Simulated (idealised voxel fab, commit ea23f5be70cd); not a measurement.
Process module heading - voxel self aligned vias
The cross-section shown here is cut; it is 290 nm wide and divided into square cells measuring 5 nm on a side.
Cross-section format: a grid of square cells, given as bands from top to bottom; each band is one or more rows of cells.
Top height, bottom height, nm. Materials left to right, width each, nm. Single material + "all across" = fills band edge to edge. "air" = empty.
For the purposes of this specification, 0 denotes the height below which the wafer in its as-received condition is composed wholly of one material, and the lowermost band, lacking a lower limit, extends downward without end, as expressed in "0 and below".
The two numbers in a width such as "30->40" mark its ends across the band: the first belongs to the top row of cells, the second to the bottom row, and from each row to the next the width moves by the same amount.
Take "no modification" at face value: in the step it is given for, the cross-section changed in none of its cells.
For the entry "Closed void catalog", the listed items are empty spaces with no open way to the top whose size is 8 cells or more; each item follows the pattern width x height at distance, where distance is from the left edge and all three are in nm.
Read whatever lies past the settings on a step's line as the simulator's own remark about the step.
You can add "overlay nm" to a step's line. For a step with a mask, it describes how far the mask lay to the right of its planned position, and a negative number describes a lay to the left.
[List of planned process steps]
1. RECEIVE (material Si)
2. CONFORMAL_DEP (material SiO2; thk nm 15)
3. CONFORMAL_DEP (material SiCN; thk nm 5)
4. DIRECTIONAL_DEP (material SiO2; thk nm 30)
5. PATTERN (tone open; mask id LINES; material resist; width nm 30; pitch nm 60; thk nm 20; overlay nm 0)
6. DIRECTIONAL_ETCH (etch materials SiO2; depth nm 30)
7. STRIP (etch materials resist)
8. CONFORMAL_DEP (material TiN; thk nm 5)
9. FILL_DEP (material Ru; thk nm 5)
10. CMP (height nm 50)
11. SELECTIVE_ETCH (etch materials W Ru TiN; depth nm 10)
12. FILL_DEP (material SiN; thk nm 10)
13. CMP (height nm 50)
14. DIRECTIONAL_DEP (material SiO2; thk nm 20)
15. PATTERN (tone open; mask id VIAS; material resist; width nm 40; pitch nm 60; thk nm 20; overlay nm 0)
16. DIRECTIONAL_ETCH (etch materials SiO2; depth nm 20)
17. DIRECTIONAL_ETCH (etch materials SiN; depth nm 10)
18. STRIP (etch materials resist)
19. CONFORMAL_DEP (material TiN; thk nm 5)
20. FILL_DEP (material Ru; thk nm 5)
21. CMP (height nm 70)
22. CONFORMAL_DEP (material SiN; thk nm 5)
[First of two wafers: run as planned]
[Cross-section, incoming material, after step 1]
    0 and below: Si all across
    Closed void catalog: none
[after step 2]
    15 down to 0: SiO2 all across
    Note: structure below 0 unchanged.
[after step 3]
    20 down to 15: SiCN all across
    Note: structure below 15 unchanged.
[after step 4]
    50 down to 20: SiO2 all across
    Note: structure below 20 unchanged.
[after step 5]
    70 down to 50: 100 resist, 30 air, 30 resist, 30 air, 100 resist
    Note: structure below 50 unchanged.
[after step 6]
    70 down to 50: 100 resist, 30 air, 30 resist, 30 air, 100 resist
    50 down to 20: 100 SiO2, 30 air, 30 SiO2, 30 air, 100 SiO2
    Note: structure below 20 unchanged.
[after step 7]
    50 down to 20: 100 SiO2, 30 air, 30 SiO2, 30 air, 100 SiO2
    Note: structure below 20 unchanged.
[after step 8]
    55 down to 50: 105 TiN, 20 air, 40 TiN, 20 air, 105 TiN
    50 down to 25: 100 SiO2, 5 TiN, 20 air, 5 TiN, 30 SiO2, 5 TiN, 20 air, 5 TiN, 100 SiO2
    25 down to 20: 100 SiO2, 30 TiN, 30 SiO2, 30 TiN, 100 SiO2
    Note: structure below 20 unchanged.
[after step 9]
    60 down to 55: Ru all across
    55 down to 50: 105 TiN, 20 Ru, 40 TiN, 20 Ru, 105 TiN
    50 down to 25: 100 SiO2, 5 TiN, 20 Ru, 5 TiN, 30 SiO2, 5 TiN, 20 Ru, 5 TiN, 100 SiO2
    Note: structure below 25 unchanged.
[after step 10]
    50 down to 25: 100 SiO2, 5 TiN, 20 Ru, 5 TiN, 30 SiO2, 5 TiN, 20 Ru, 5 TiN, 100 SiO2
    Note: structure below 25 unchanged.
[after step 11]
    50 down to 40: 100 SiO2, 30 air, 30 SiO2, 30 air, 100 SiO2
    Note: structure below 40 unchanged.
[after step 12]
    60 down to 50: SiN all across
    50 down to 40: 100 SiO2, 30 SiN, 30 SiO2, 30 SiN, 100 SiO2
    Note: structure below 40 unchanged.
[after step 13]
    50 down to 40: 100 SiO2, 30 SiN, 30 SiO2, 30 SiN, 100 SiO2
    Note: structure below 40 unchanged.
[after step 14]
    70 down to 50: SiO2 all across
    Note: structure below 50 unchanged.
[after step 15]
    90 down to 70: 95 resist, 40 air, 20 resist, 40 air, 95 resist
    Note: structure below 70 unchanged.
[after step 16]
    90 down to 70: 95 resist, 40 air, 20 resist, 40 air, 95 resist
    70 down to 50: 95 SiO2, 40 air, 20 SiO2, 40 air, 95 SiO2
    Note: structure below 50 unchanged.
[after step 17]
    90 down to 70: 95 resist, 40 air, 20 resist, 40 air, 95 resist
    70 down to 50: 95 SiO2, 40 air, 20 SiO2, 40 air, 95 SiO2
    50 down to 40: 100 SiO2, 30 air, 30 SiO2, 30 air, 100 SiO2
    Note: structure below 40 unchanged.
[after step 18]
    70 down to 50: 95 SiO2, 40 air, 20 SiO2, 40 air, 95 SiO2
    Note: structure below 50 unchanged.
[after step 19]
    75 down to 70: 100 TiN, 30 air, 30 TiN, 30 air, 100 TiN
    70 down to 55: 95 SiO2, 5 TiN, 30 air, 5 TiN, 20 SiO2, 5 TiN, 30 air, 5 TiN, 95 SiO2
    55 down to 45: 95->100 SiO2, 10->5 TiN, 20 air, 10->5 TiN, 20->30 SiO2, 10->5 TiN, 20 air, 10->5 TiN, 95->100 SiO2
    45 down to 40: 100 SiO2, 30 TiN, 30 SiO2, 30 TiN, 100 SiO2
    Note: structure below 40 unchanged.
[after step 20]
    80 down to 75: Ru all across
    75 down to 70: 100 TiN, 30 Ru, 30 TiN, 30 Ru, 100 TiN
    70 down to 55: 95 SiO2, 5 TiN, 30 Ru, 5 TiN, 20 SiO2, 5 TiN, 30 Ru, 5 TiN, 95 SiO2
    55 down to 45: 95->100 SiO2, 10->5 TiN, 20 Ru, 10->5 TiN, 20->30 SiO2, 10->5 TiN, 20 Ru, 10->5 TiN, 95->100 SiO2
    Note: structure below 45 unchanged.
[after step 21]
    70 down to 55: 95 SiO2, 5 TiN, 30 Ru, 5 TiN, 20 SiO2, 5 TiN, 30 Ru, 5 TiN, 95 SiO2
    Note: structure below 55 unchanged.
[after step 22]
    75 down to 70: SiN all across
    Note: structure below 70 unchanged.
[The remaining wafer, second of the two, started like the first and was run to the same plan, except that one mistake was made along the way; the two coincide through step 14, inclusive]
[Cross-section: second wafer, time at which step 15 was scheduled to end]
    90 down to 70: 105 resist, 40 air, 20 resist, 40 air, 85 resist
    Note: structure below 70 unchanged.
[Cross-section: second wafer, time at which step 16 was scheduled to end]
    90 down to 70: 105 resist, 40 air, 20 resist, 40 air, 85 resist
    70 down to 50: 105 SiO2, 40 air, 20 SiO2, 40 air, 85 SiO2
    Note: structure below 50 unchanged.
[Cross-section: second wafer, time at which step 17 was scheduled to end]
    90 down to 70: 105 resist, 40 air, 20 resist, 40 air, 85 resist
    70 down to 50: 105 SiO2, 40 air, 20 SiO2, 40 air, 85 SiO2
    50 down to 40: 100 SiO2, 5 SiN, 25 air, 30 SiO2, 5 SiN, 25 air, 100 SiO2
    Note: structure below 40 unchanged.
[Cross-section: second wafer, time at which step 18 was scheduled to end]
    70 down to 50: 105 SiO2, 40 air, 20 SiO2, 40 air, 85 SiO2
    Note: structure below 50 unchanged.
[Cross-section: second wafer, time at which step 19 was scheduled to end]
    75 down to 70: 110 TiN, 30 air, 30 TiN, 30 air, 90 TiN
    70 down to 55: 105 SiO2, 5 TiN, 30 air, 5 TiN, 20 SiO2, 5 TiN, 30 air, 5 TiN, 85 SiO2
    55 down to 50: 105 SiO2, 5 TiN, 15 air, 20 TiN, 20 SiO2, 5 TiN, 15 air, 20 TiN, 85 SiO2
    50 down to 45: 100 SiO2, 5 SiN, 5 TiN, 15 air, 5 TiN, 30 SiO2, 5 SiN, 5 TiN, 15 air, 5 TiN, 100 SiO2
    45 down to 40: 100 SiO2, 5 SiN, 25 TiN, 30 SiO2, 5 SiN, 25 TiN, 100 SiO2
    Note: structure below 40 unchanged.
[Cross-section: second wafer, time at which step 20 was scheduled to end]
    80 down to 75: Ru all across
    75 down to 70: 110 TiN, 30 Ru, 30 TiN, 30 Ru, 90 TiN
    70 down to 55: 105 SiO2, 5 TiN, 30 Ru, 5 TiN, 20 SiO2, 5 TiN, 30 Ru, 5 TiN, 85 SiO2
    55 down to 50: 105 SiO2, 5 TiN, 15 Ru, 20 TiN, 20 SiO2, 5 TiN, 15 Ru, 20 TiN, 85 SiO2
    50 down to 45: 100 SiO2, 5 SiN, 5 TiN, 15 Ru, 5 TiN, 30 SiO2, 5 SiN, 5 TiN, 15 Ru, 5 TiN, 100 SiO2
    Note: structure below 45 unchanged.
[Cross-section: second wafer, time at which step 21 was scheduled to end]
    70 down to 55: 105 SiO2, 5 TiN, 30 Ru, 5 TiN, 20 SiO2, 5 TiN, 30 Ru, 5 TiN, 85 SiO2
    Note: structure below 55 unchanged.
[Cross-section: second wafer, time at which step 22 was scheduled to end]
    75 down to 70: SiN all across
    Note: structure below 70 unchanged.
The plan and the run diverged here: step 15 off recipe, ran as PATTERN (tone open; mask id VIAS; material resist; width nm 40; pitch nm 60; thk nm 20; overlay nm 10)
It is noted that, at the conclusion of processing, the second wafer exhibits a higher or lower cell count for certain materials relative to the first: 4 fewer of Ru, 4 more of SiN
